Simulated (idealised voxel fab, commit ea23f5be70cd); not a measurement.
process module | voxel gate over fins
cross-section cut | 250 nm wide | cells 5 nm
A cross-section is a grid of square cells, given in bands from the top down. A band is one or more rows of cells.
Each band's line starts with the height of the band's top and of its bottom, in nm. Then come its materials from left to right, each with its width in nm. One material with "throughout" fills the band from edge to edge. "air" is empty space.
Height 0 is the level under which the wafer as received is all one material. The lowest band goes on downwards, as in "0 down".
A width such as "30 to 40" changes by the same amount from each row of cells to the next, from the band's top row to its bottom row.
"no change" after a step means that no cell of the cross-section changed.
closed voids: empty space of 8 cells or more with no open way to the top, each as width x height at its distance from the left edge, in nm
after a step's settings: what the simulator itself notes on the step
overlay nm, on a step with a mask: how far to the right of its planned place the mask lay; to the left if negative
plan
1 op RECEIVE | material Si
2 op CONFORMAL_DEP | material SiN | thk nm 10
3 op PATTERN | tone cover | mask id FINS | material resist | width nm 15 | pitch nm 50 | thk nm 20 | overlay nm 0
4 op DIRECTIONAL_ETCH | etch materials SiN | depth nm 10
5 op DIRECTIONAL_ETCH | etch materials Si | depth nm 30
6 op STRIP | etch materials resist
7 op FILL_DEP | material SiO2 | thk nm 5
8 op CMP | height nm 10
9 op MASKED_ETCH | tone open | mask id RAIL | width nm 15 | etch materials SiO2 | depth nm 35 | overlay nm 0
10 op CONFORMAL_DEP | material TiN | thk nm 5
11 op FILL_DEP | material W | thk nm 10
12 op CMP | height nm 10
13 op SELECTIVE_ETCH | etch materials W Ru TiN | depth nm 30
14 op FILL_DEP | material SiO2 | thk nm 5
15 op CMP | height nm 10
16 op SELECTIVE_ETCH | etch materials SiO2 | depth nm 25
17 op STRIP | etch materials SiN
18 op CONFORMAL_DEP | material HfO2 | thk nm 5
19 op CONFORMAL_DEP | material TiN | thk nm 5
20 op CONFORMAL_DEP | material TiAl | thk nm 5
21 op CONFORMAL_DEP | material TiN | thk nm 5
22 op FILL_DEP | material W | thk nm 15
23 op CMP | height nm 30
24 op CONFORMAL_DEP | material SiCN | thk nm 5
as received, after step 1
  0 down: Si throughout
  closed voids: none
first wafer at the end, as planned
  35 to 30: SiCN throughout
  30 to 20: W throughout
  20 to 15: W 45 | TiN 155 | W 50
  15 to 10: W 45 | TiN 5 | TiAl 45 | TiN 5 | TiAl 45 | TiN 5 | TiAl 45 | TiN 5 | W 50
  10 to 5: W 45 | TiN 5 | TiAl 5 | TiN 35 | TiAl 5 | TiN 5 | TiAl 5 | TiN 35 | TiAl 5 | TiN 5 | TiAl 5 | TiN 35 | TiAl 5 | TiN 5 | W 50
  5 to 0: TiN 50 | TiAl 5 | TiN 5 | HfO2 25 | TiN 5 | TiAl 5 | TiN 5 | TiAl 5 | TiN 5 | HfO2 25 | TiN 5 | TiAl 5 | TiN 5 | TiAl 5 | TiN 5 | HfO2 25 | TiN 5 | TiAl 5 | TiN 55
  0 to -5: TiAl 55 | TiN 5 | HfO2 5 | Si 15 | HfO2 5 | TiN 5 | TiAl 15 | TiN 5 | HfO2 5 | Si 15 | HfO2 5 | TiN 5 | TiAl 15 | TiN 5 | HfO2 5 | Si 15 | HfO2 5 | TiN 5 | TiAl 60
  -5 to -10: TiN 60 | HfO2 5 | Si 15 | HfO2 5 | TiN 25 | HfO2 5 | Si 15 | HfO2 5 | TiN 25 | HfO2 5 | Si 15 | HfO2 5 | TiN 65
  -10 to -15: HfO2 65 | Si 15 | HfO2 35 | Si 15 | HfO2 35 | Si 15 | HfO2 70
  -15 to -20: SiO2 65 | Si 15 | SiO2 35 | Si 15 | SiO2 35 | Si 15 | SiO2 70
  -20 to -25: SiO2 65 | Si 15 | SiO2 10 | TiN 15 | SiO2 10 | Si 15 | SiO2 35 | Si 15 | SiO2 70
  -25 to -30: SiO2 65 | Si 15 | SiO2 35 | Si 15 | SiO2 35 | Si 15 | SiO2 70
  -30 down: Si throughout
  closed voids: none
second wafer at the end: like start, like plan, one mistake
  35 to 30: SiCN throughout
  30 to 25: TiN throughout
  25 to 20: TiAl throughout
  20 to 15: TiN throughout
  15 to 0: HfO2 throughout
  0 down: Si throughout
  closed voids: none
what went wrong: step 2 ran as: op CONFORMAL_DEP | material HfO2 | thk nm 10
at the end the second wafer has, in cells: 82 more of HfO2 | 246 more of Si | 120 fewer of SiO2 | 18 fewer of TiAl | 33 fewer of TiN | 157 fewer of W
